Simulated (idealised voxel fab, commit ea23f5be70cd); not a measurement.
process module | voxel ribs on slabs
cross-section cut | 140 nm wide | cells 5 nm
A cross-section is a grid of square cells, given in bands from the top down. A band is one or more rows of cells.
Each band's line starts with the height of the band's top and of its bottom, in nm. Then come its materials from left to right, each with its width in nm. One material with "throughout" fills the band from edge to edge. "air" is empty space.
Height 0 is the level under which the wafer as received is all one material. The lowest band goes on downwards, as in "0 down".
A width such as "30 to 40" changes by the same amount from each row of cells to the next, from the band's top row to its bottom row.
"no change" after a step means that no cell of the cross-section changed.
closed voids: empty space of 8 cells or more with no open way to the top, each as width x height at its distance from the left edge, in nm
after a step's settings: what the simulator itself notes on the step
overlay nm, on a step with a mask: how far to the right of its planned place the mask lay; to the left if negative
Each pair below shows a cross-section before one step and the cross-section after it, down to the lowest band that changed. The line under each pair gives the step between them, with its settings. The pairs can come from different runs of this module on the same starting wafer, so a pair continues from the pair above only where its "before" says so.
before
  0 down: Si throughout
  closed voids: none
after
  25 to 0: SiO2 throughout
  below 0: unchanged
  closed voids: none
the step between: op DIRECTIONAL_DEP | material SiO2 | thk nm 25
before: the cross-section after the pair above
after
  50 to 25: polySi throughout
  below 25: unchanged
  closed voids: none
the step between: op DIRECTIONAL_DEP | material polySi | thk nm 25
before: the cross-section after the pair above
after
  50 to 30: air 55 | polySi 25 | air 60
  below 30: unchanged
  closed voids: none
the step between: op MASKED_ETCH | tone cover | mask id RIB | width nm 25 | etch materials polySi | depth nm 20 | overlay nm 0
before: the cross-section after the pair above
after
  50 to 30: air 55 | polySi 25 | air 60
  30 to 25: air 25 | polySi 85 | air 30
  below 25: unchanged
  closed voids: none
the step between: op MASKED_ETCH | tone cover | mask id SLAB | width nm 85 | etch materials polySi | depth nm 5 | overlay nm 0
before: the cross-section after the pair above
after
  65 to 50: SiO2 throughout
  50 to 30: SiO2 55 | polySi 25 | SiO2 60
  30 to 25: SiO2 25 | polySi 85 | SiO2 30
  below 25: unchanged
  closed voids: none
the step between: op FILL_DEP | material SiO2 | thk nm 15
before: the cross-section after the pair above
after
  60 to 50: SiO2 throughout
  below 50: unchanged
  closed voids: none
the step between: op CMP | height nm 60
before: the cross-section after the pair above
after
  70 to 60: TiN throughout
  below 60: unchanged
  closed voids: none
the step between: op DIRECTIONAL_DEP | material TiN | thk nm 10
before: the cross-section after the pair above
after
  70 to 60: air 50 | TiN 35 | air 55
  below 60: unchanged
  closed voids: none
the step between: op MASKED_ETCH | tone cover | mask id HEATER | width nm 35 | etch materials TiN | depth nm 10 | overlay nm 0
before: the cross-section after the pair above
after
  75 to 70: air 45 | SiO2 45 | air 50
  70 to 65: air 45 | SiO2 5 | TiN 35 | SiO2 5 | air 50
  65 to 60: SiO2 50 | TiN 35 | SiO2 55
  below 60: unchanged
  closed voids: none
the step between: op CONFORMAL_DEP | material SiO2 | thk nm 5
before
  50 to 25: polySi throughout
  25 to 0: SiO2 throughout
  0 down: Si throughout
  closed voids: none
after
  75 to 25: polySi throughout
  below 25: unchanged
  closed voids: none
the step between: op DIRECTIONAL_DEP | material polySi | thk nm 25
before: the cross-section after the pair above
after
  75 to 55: air 55 | polySi 25 | air 60
  below 55: unchanged
  closed voids: none
the step between: op MASKED_ETCH | tone cover | mask id RIB | width nm 25 | etch materials polySi | depth nm 20 | overlay nm 0
before: the cross-section after the pair above
after
  75 to 55: air 55 | polySi 25 | air 60
  55 to 50: air 25 | polySi 85 | air 30
  below 50: unchanged
  closed voids: none
the step between: op MASKED_ETCH | tone cover | mask id SLAB | width nm 85 | etch materials polySi | depth nm 5 | overlay nm 0
before: the cross-section after the pair above
after
  90 to 75: SiO2 throughout
  75 to 55: SiO2 55 | polySi 25 | SiO2 60
  55 to 50: SiO2 25 | polySi 85 | SiO2 30
  below 50: unchanged
  closed voids: none
the step between: op FILL_DEP | material SiO2 | thk nm 15
before: the cross-section after the pair above
after
  60 to 50: SiO2 55 to 25 | polySi 25 to 85 | SiO2 60 to 30
  below 50: unchanged
  closed voids: none
the step between: op CMP | height nm 60
before: the cross-section after the pair above
after
  70 to 60: TiN throughout
  below 60: unchanged
  closed voids: none
the step between: op DIRECTIONAL_DEP | material TiN | thk nm 10
before: the cross-section after the pair above
after
  70 to 60: air 50 | TiN 35 | air 55
  below 60: unchanged
  closed voids: none
the step between: op MASKED_ETCH | tone cover | mask id HEATER | width nm 35 | etch materials TiN | depth nm 10 | overlay nm 0
before: the cross-section after the pair above
after
  75 to 70: air 45 | SiO2 45 | air 50
  70 to 65: air 45 | SiO2 5 | TiN 35 | SiO2 5 | air 50
  65 to 60: SiO2 50 | TiN 35 | SiO2 55
  below 60: unchanged
  closed voids: none
the step between: op CONFORMAL_DEP | material SiO2 | thk nm 5
before
  0 down: Si throughout
  closed voids: none
after
  25 to 0: polySi throughout
  below 0: unchanged
  closed voids: none
the step between: op DIRECTIONAL_DEP | material polySi | thk nm 25
before: the cross-section after the pair above
after
  50 to 25: SiO2 throughout
  below 25: unchanged
  closed voids: none
the step between: op DIRECTIONAL_DEP | material SiO2 | thk nm 25
before: the cross-section after the pair above
after
  65 to 25: SiO2 throughout
  below 25: unchanged
  closed voids: none
the step between: op FILL_DEP | material SiO2 | thk nm 15
before: the cross-section after the pair above
after
  60 to 25: SiO2 throughout
  below 25: unchanged
  closed voids: none
the step between: op CMP | height nm 60
before: the cross-section after the pair above
after
  70 to 60: TiN throughout
  below 60: unchanged
  closed voids: none
the step between: op DIRECTIONAL_DEP | material TiN | thk nm 10
before: the cross-section after the pair above
after
  70 to 60: air 50 | TiN 35 | air 55
  below 60: unchanged
  closed voids: none
the step between: op MASKED_ETCH | tone cover | mask id HEATER | width nm 35 | etch materials TiN | depth nm 10 | overlay nm 0
before: the cross-section after the pair above
after
  75 to 70: air 45 | SiO2 45 | air 50
  70 to 65: air 45 | SiO2 5 | TiN 35 | SiO2 5 | air 50
  65 to 60: SiO2 50 | TiN 35 | SiO2 55
  below 60: unchanged
  closed voids: none
the step between: op CONFORMAL_DEP | material SiO2 | thk nm 5
before
  25 to 0: SiO2 throughout
  0 down: Si throughout
  closed voids: none
after
  45 to 25: polySi throughout
  below 25: unchanged
  closed voids: none
the step between: op DIRECTIONAL_DEP | material polySi | thk nm 20
before: the cross-section after the pair above
after
  45 to 25: air 55 | polySi 25 | air 60
  below 25: unchanged
  closed voids: none
the step between: op MASKED_ETCH | tone cover | mask id RIB | width nm 25 | etch materials polySi | depth nm 20 | overlay nm 0
before: the cross-section after the pair above
after
  60 to 45: SiO2 throughout
  45 to 25: SiO2 55 | polySi 25 | SiO2 60
  below 25: unchanged
  closed voids: none
the step between: op FILL_DEP | material SiO2 | thk nm 15
before: the cross-section after the pair above
after
  70 to 60: TiN throughout
  below 60: unchanged
  closed voids: none
the step between: op DIRECTIONAL_DEP | material TiN | thk nm 10
before: the cross-section after the pair above
after
  70 to 60: air 50 | TiN 35 | air 55
  below 60: unchanged
  closed voids: none
the step between: op MASKED_ETCH | tone cover | mask id HEATER | width nm 35 | etch materials TiN | depth nm 10 | overlay nm 0
before: the cross-section after the pair above
after
  75 to 70: air 45 | SiO2 45 | air 50
  70 to 65: air 45 | SiO2 5 | TiN 35 | SiO2 5 | air 50
  65 to 60: SiO2 50 | TiN 35 | SiO2 55
  below 60: unchanged
  closed voids: none
the step between: op CONFORMAL_DEP | material SiO2 | thk nm 5
before
  70 to 60: TiN throughout
  60 to 50: SiO2 throughout
  50 to 30: SiO2 55 | polySi 25 | SiO2 60
  30 to 25: SiO2 25 | polySi 85 | SiO2 30
  25 to 0: SiO2 throughout
  0 down: Si throughout
  closed voids: none
after
  70 to 60: air 45 | TiN 45 | air 50
  below 60: unchanged
  closed voids: none
the step between: op MASKED_ETCH | tone cover | mask id HEATER | width nm 45 | etch materials TiN | depth nm 10 | overlay nm 0
before: the cross-section after the pair above
after
  75 to 70: air 40 | SiO2 55 | air 45
  70 to 65: air 40 | SiO2 5 | TiN 45 | SiO2 5 | air 45
  65 to 60: SiO2 45 | TiN 45 | SiO2 50
  below 60: unchanged
  closed voids: none
the step between: op CONFORMAL_DEP | material SiO2 | thk nm 5
before
  50 to 25: polySi throughout
  25 to 0: SiO2 throughout
  0 down: Si throughout
  closed voids: none
after
  50 to 30: air 65 | polySi 25 | air 50
  below 30: unchanged
  closed voids: none
the step between: op MASKED_ETCH | tone cover | mask id RIB | width nm 25 | etch materials polySi | depth nm 20 | overlay nm 10
before: the cross-section after the pair above
after
  50 to 30: air 65 | polySi 25 | air 50
  30 to 25: air 25 | polySi 85 | air 30
  below 25: unchanged
  closed voids: none
the step between: op MASKED_ETCH | tone cover | mask id SLAB | width nm 85 | etch materials polySi | depth nm 5 | overlay nm 0
before: the cross-section after the pair above
after
  65 to 50: SiO2 throughout
  50 to 30: SiO2 65 | polySi 25 | SiO2 50
  30 to 25: SiO2 25 | polySi 85 | SiO2 30
  below 25: unchanged
  closed voids: none
the step between: op FILL_DEP | material SiO2 | thk nm 15
before: the cross-section after the pair above
after
  60 to 50: SiO2 throughout
  below 50: unchanged
  closed voids: none
the step between: op CMP | height nm 60
before: the cross-section after the pair above
after
  70 to 60: TiN throughout
  below 60: unchanged
  closed voids: none
the step between: op DIRECTIONAL_DEP | material TiN | thk nm 10
before: the cross-section after the pair above
after
  70 to 60: air 50 | TiN 35 | air 55
  below 60: unchanged
  closed voids: none
the step between: op MASKED_ETCH | tone cover | mask id HEATER | width nm 35 | etch materials TiN | depth nm 10 | overlay nm 0
before: the cross-section after the pair above
after
  75 to 70: air 45 | SiO2 45 | air 50
  70 to 65: air 45 | SiO2 5 | TiN 35 | SiO2 5 | air 50
  65 to 60: SiO2 50 | TiN 35 | SiO2 55
  below 60: unchanged
  closed voids: none
the step between: op CONFORMAL_DEP | material SiO2 | thk nm 5
before
  0 down: Si throughout
  closed voids: none
after
  25 to 0: TiN throughout
  below 0: unchanged
  closed voids: none
the step between: op DIRECTIONAL_DEP | material TiN | thk nm 25
before: the cross-section after the pair above
after
  50 to 25: polySi throughout
  below 25: unchanged
  closed voids: none
the step between: op DIRECTIONAL_DEP | material polySi | thk nm 25
before: the cross-section after the pair above
after
  50 to 30: air 55 | polySi 25 | air 60
  below 30: unchanged
  closed voids: none
the step between: op MASKED_ETCH | tone cover | mask id RIB | width nm 25 | etch materials polySi | depth nm 20 | overlay nm 0
before: the cross-section after the pair above
after
  50 to 30: air 55 | polySi 25 | air 60
  30 to 25: air 25 | polySi 85 | air 30
  below 25: unchanged
  closed voids: none
the step between: op MASKED_ETCH | tone cover | mask id SLAB | width nm 85 | etch materials polySi | depth nm 5 | overlay nm 0
before: the cross-section after the pair above
after
  65 to 50: SiO2 throughout
  50 to 30: SiO2 55 | polySi 25 | SiO2 60
  30 to 25: SiO2 25 | polySi 85 | SiO2 30
  below 25: unchanged
  closed voids: none
the step between: op FILL_DEP | material SiO2 | thk nm 15
before: the cross-section after the pair above
after
  60 to 50: SiO2 throughout
  below 50: unchanged
  closed voids: none
the step between: op CMP | height nm 60
before: the cross-section after the pair above
after
  70 to 60: TiN throughout
  below 60: unchanged
  closed voids: none
the step between: op DIRECTIONAL_DEP | material TiN | thk nm 10
before: the cross-section after the pair above
after
  70 to 60: air 50 | TiN 35 | air 55
  below 60: unchanged
  closed voids: none
the step between: op MASKED_ETCH | tone cover | mask id HEATER | width nm 35 | etch materials TiN | depth nm 10 | overlay nm 0
before: the cross-section after the pair above
after
  75 to 70: air 45 | SiO2 45 | air 50
  70 to 65: air 45 | SiO2 5 | TiN 35 | SiO2 5 | air 50
  65 to 60: SiO2 50 | TiN 35 | SiO2 55
  below 60: unchanged
  closed voids: none
the step between: op CONFORMAL_DEP | material SiO2 | thk nm 5
before
  50 to 30: air 55 | polySi 25 | air 60
  30 to 25: polySi throughout
  25 to 0: SiO2 throughout
  0 down: Si throughout
  closed voids: none
after
  45 to 30: air 55 | polySi 25 | air 60
  30 to 25: polySi 25 | air 30 | polySi 25 | air 30 | polySi 30
  below 25: unchanged
  closed voids: none
the step between: op MASKED_ETCH | tone open | mask id SLAB | width nm 85 | etch materials polySi | depth nm 5 | overlay nm 0
before: the cross-section after the pair above
after
  60 to 45: SiO2 throughout
  45 to 30: SiO2 55 | polySi 25 | SiO2 60
  30 to 25: polySi 25 | SiO2 30 | polySi 25 | SiO2 30 | polySi 30
  below 25: unchanged
  closed voids: none
the step between: op FILL_DEP | material SiO2 | thk nm 15
before: the cross-section after the pair above
after
  70 to 60: TiN throughout
  below 60: unchanged
  closed voids: none
the step between: op DIRECTIONAL_DEP | material TiN | thk nm 10
before: the cross-section after the pair above
after
  70 to 60: air 50 | TiN 35 | air 55
  below 60: unchanged
  closed voids: none
the step between: op MASKED_ETCH | tone cover | mask id HEATER | width nm 35 | etch materials TiN | depth nm 10 | overlay nm 0
before: the cross-section after the pair above
after
  75 to 70: air 45 | SiO2 45 | air 50
  70 to 65: air 45 | SiO2 5 | TiN 35 | SiO2 5 | air 50
  65 to 60: SiO2 50 | TiN 35 | SiO2 55
  below 60: unchanged
  closed voids: none
the step between: op CONFORMAL_DEP | material SiO2 | thk nm 5
